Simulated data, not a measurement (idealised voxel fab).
process module | voxel ribs on slabs
cross-section cut | 175 nm wide | cells 5 nm
A cross-section is a grid of square cells, given in bands from the top down. A band is one or more rows of cells.
Each band's line starts with the height of the band's top and of its bottom, in nm. Then come its materials from left to right, each with its width in nm. One material with "throughout" fills the band from edge to edge. "air" is empty space.
Height 0 is the level under which the wafer as received is all one material. The lowest band goes on downwards, as in "0 down".
A width such as "30 to 40" changes by the same amount from each row of cells to the next, from the band's top row to its bottom row.
"no change" after a step means that no cell of the cross-section changed.
closed voids: empty space of 8 cells or more with no open way to the top, each as width x height at its distance from the left edge, in nm
after a step's settings: what the simulator itself notes on the step
overlay nm, on a step with a mask: how far to the right of its planned place the mask lay; to the left if negative
plan
1 op RECEIVE | material Si
2 op DIRECTIONAL_DEP | material SiO2 | thk nm 20
3 op DIRECTIONAL_DEP | material polySi | thk nm 15
4 op PATTERN | tone cover | mask id RIB | material resist | width nm 30 | thk nm 20 | overlay nm 0
5 op DIRECTIONAL_ETCH | etch materials polySi | depth nm 5
6 op STRIP | etch materials resist
7 op PATTERN | tone cover | mask id SLAB | material resist | width nm 90 | thk nm 20 | overlay nm 0
8 op DIRECTIONAL_ETCH | etch materials polySi | depth nm 10
9 op STRIP | etch materials resist
10 op FILL_DEP | material SiO2 | thk nm 30
11 op CMP | height nm 55
12 op DIRECTIONAL_DEP | material TiN | thk nm 10
13 op PATTERN | tone cover | mask id HEATER | material resist | width nm 40 | thk nm 20 | overlay nm 0
14 op DIRECTIONAL_ETCH | etch materials TiN | depth nm 10
15 op STRIP | etch materials resist
16 op CONFORMAL_DEP | material SiO2 | thk nm 10
first wafer, as planned
as received, after step 1
  0 down: Si throughout
  closed voids: none
after step 2
  20 to 0: SiO2 throughout
  below 0: unchanged
after step 3
  35 to 20: polySi throughout
  below 20: unchanged
after step 4
  55 to 35: air 70 | resist 30 | air 75
  below 35: unchanged
after step 5
  55 to 35: air 70 | resist 30 | air 75
  35 to 30: air 70 | polySi 30 | air 75
  below 30: unchanged
after step 6
  35 to 30: air 70 | polySi 30 | air 75
  below 30: unchanged
after step 7
  55 to 35: air 40 | resist 90 | air 45
  35 to 30: air 40 | resist 30 | polySi 30 | resist 30 | air 45
  below 30: unchanged
after step 8
  55 to 35: air 40 | resist 90 | air 45
  35 to 30: air 40 | resist 30 | polySi 30 | resist 30 | air 45
  30 to 20: air 40 | polySi 90 | air 45
  below 20: unchanged
after step 9
  35 to 30: air 70 | polySi 30 | air 75
  below 30: unchanged
after step 10
  65 to 35: SiO2 throughout
  35 to 30: SiO2 70 | polySi 30 | SiO2 75
  30 to 20: SiO2 40 | polySi 90 | SiO2 45
  below 20: unchanged
after step 11
  55 to 35: SiO2 throughout
  below 35: unchanged
after step 12
  65 to 55: TiN throughout
  below 55: unchanged
after step 13
  85 to 65: air 65 | resist 40 | air 70
  below 65: unchanged
after step 14
  85 to 65: air 65 | resist 40 | air 70
  65 to 55: air 65 | TiN 40 | air 70
  below 55: unchanged
after step 15
  65 to 55: air 65 | TiN 40 | air 70
  below 55: unchanged
after step 16
  75 to 65: air 55 | SiO2 60 | air 60
  65 to 55: SiO2 65 | TiN 40 | SiO2 70
  below 55: unchanged
second wafer: like start, like plan, one mistake. Through step 2 it matches the first wafer
when step 3 should have ended
  50 to 20: polySi throughout
  below 20: unchanged
when step 4 should have ended
  70 to 50: air 70 | resist 30 | air 75
  below 50: unchanged
when step 5 should have ended
  70 to 50: air 70 | resist 30 | air 75
  50 to 45: air 70 | polySi 30 | air 75
  below 45: unchanged
when step 6 should have ended
  50 to 45: air 70 | polySi 30 | air 75
  below 45: unchanged
when step 7 should have ended
  70 to 50: air 40 | resist 90 | air 45
  50 to 45: air 40 | resist 30 | polySi 30 | resist 30 | air 45
  below 45: unchanged
when step 8 should have ended
  70 to 50: air 40 | resist 90 | air 45
  50 to 45: air 40 | resist 30 | polySi 30 | resist 30 | air 45
  45 to 35: air 40 | polySi 90 | air 45
  below 35: unchanged
when step 9 should have ended
  50 to 45: air 70 | polySi 30 | air 75
  below 45: unchanged
when step 10 should have ended
  80 to 50: SiO2 throughout
  50 to 45: SiO2 70 | polySi 30 | SiO2 75
  45 to 35: SiO2 40 | polySi 90 | SiO2 45
  below 35: unchanged
when step 11 should have ended
  55 to 50: SiO2 throughout
  below 50: unchanged
when step 12 should have ended
  65 to 55: TiN throughout
  below 55: unchanged
when step 13 should have ended
  85 to 65: air 65 | resist 40 | air 70
  below 65: unchanged
when step 14 should have ended
  85 to 65: air 65 | resist 40 | air 70
  65 to 55: air 65 | TiN 40 | air 70
  below 55: unchanged
when step 15 should have ended
  65 to 55: air 65 | TiN 40 | air 70
  below 55: unchanged
when step 16 should have ended
  75 to 65: air 55 | SiO2 60 | air 60
  65 to 55: SiO2 65 | TiN 40 | SiO2 70
  below 55: unchanged
what went wrong: step 3 was run twice
at the end the second wafer has, in cells: 105 fewer of SiO2 | 105 more of polySi
